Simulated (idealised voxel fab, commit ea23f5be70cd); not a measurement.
Process module in this document: voxel self aligned contacts
The cross-section on display is named cut; it measures 270 nm wide, and its cells are 5 nm squares.
A cross-section in this document is a grid of square cells, and it is written down as bands, the top band listed before the ones below it; a band is made up of one or more rows of cells.
First you get the band's top height and its bottom height, in nm, and then the materials it's made of, left to right, with each width in nm. If you see a single material with "all across", that one covers the band edge to edge. "air" is empty space.
Where do heights start? At 0: under that level the wafer as delivered is made of one material only. And the lowest band has no floor; it just carries on downward, as in "0 nm and below".
So if you see something like "30..40" for the width, read it as the top row of the band sitting at the first number and the bottom row at the second, with every row in between moving by the same amount as the last.
For the purposes of this document, the phrase "stayed the same" attached to a step denotes that no cell within the cross-section was modified by that step.
Entry "Closed void register". Content: empty spaces with no open connection to the top, size 8 cells or greater. Each: width x height at distance. Distance: from left edge. Unit: nm.
Read whatever lies past the settings on a step's line as the simulator's own remark about the step.
For masked steps, "overlay nm" on the step line gives how far right of plan the mask actually lay; a minus sign means it lay to the left.

# Process steps foreseen in the plan
| 1 | op RECEIVE | material Si |
| 2 | op CONFORMAL_DEP | material SiO2 | thk nm 5 |
| 3 | op DIRECTIONAL_DEP | material polySi | thk nm 25 |
| 4 | op DIRECTIONAL_DEP | material SiN | thk nm 25 |
| 5 | op DIRECTIONAL_DEP | material aC | thk nm 10 |
| 6 | op PATTERN | tone cover | mask id GATE | material resist | width nm 30 | pitch nm 75 | thk nm 25 | overlay nm 0 |
| 7 | op DIRECTIONAL_ETCH | etch materials aC | depth nm 10 |
| 8 | op STRIP | etch materials resist |
| 9 | op DIRECTIONAL_ETCH | etch materials SiN | depth nm 25 |
| 10 | op DIRECTIONAL_ETCH | etch materials polySi | depth nm 25 |
| 11 | op STRIP | etch materials aC |
| 12 | op CONFORMAL_DEP | material SiN | thk nm 5 |
| 13 | op DIRECTIONAL_ETCH | etch materials SiN | depth nm 10 |
| 14 | op FILL_DEP | material SiO2 | thk nm 10 |
| 15 | op CMP | height nm 60 |
| 16 | op DIRECTIONAL_DEP | material aC | thk nm 10 |
| 17 | op PATTERN | tone open | mask id CONTACT | material resist | width nm 55 | thk nm 30 | overlay nm 0 |
| 18 | op DIRECTIONAL_ETCH | etch materials aC | depth nm 10 |
| 19 | op STRIP | etch materials resist |
| 20 | op DIRECTIONAL_ETCH | etch materials SiO2 | depth nm 60 |
| 21 | op STRIP | etch materials aC |
| 22 | op CONFORMAL_DEP | material TiN | thk nm 5 |
| 23 | op FILL_DEP | material W | thk nm 5 |
| 24 | op CMP | height nm 60 |
| 25 | op CONFORMAL_DEP | material SiCN | thk nm 5 |
All wafers enter the flow in the same state. The thk nm at step 12 differs from wafer to wafer, and the plan gives the value for the first wafer.

# Received wafers, first of several: cross-section after step 1
0 nm and below: Si all across
Closed void register: none

# Below, a row for every wafer. Read it as the end-of-module picture: for each material the wafer shows its cells gained (+) or lost (-) since it was received, and then its closed voids
thk nm 5; +54 SiCN; +84 SiN; +412 SiO2; +33 TiN; +59 W; +60 polySi; Closed void register: none
thk nm 10; +54 SiCN; +140 SiN; +382 SiO2; +33 TiN; +33 W; +60 polySi; Closed void register: none
thk nm 15; +54 SiCN; +234 SiN; +324 SiO2; +21 TiN; +9 W; +60 polySi; Closed void register: none
thk nm 20; +54 SiCN; +300 SiN; +279 SiO2; +9 TiN; +60 polySi; Closed void register: none
thk nm 25; +54 SiCN; +350 SiN; +238 SiO2; +60 polySi; Closed void register: none
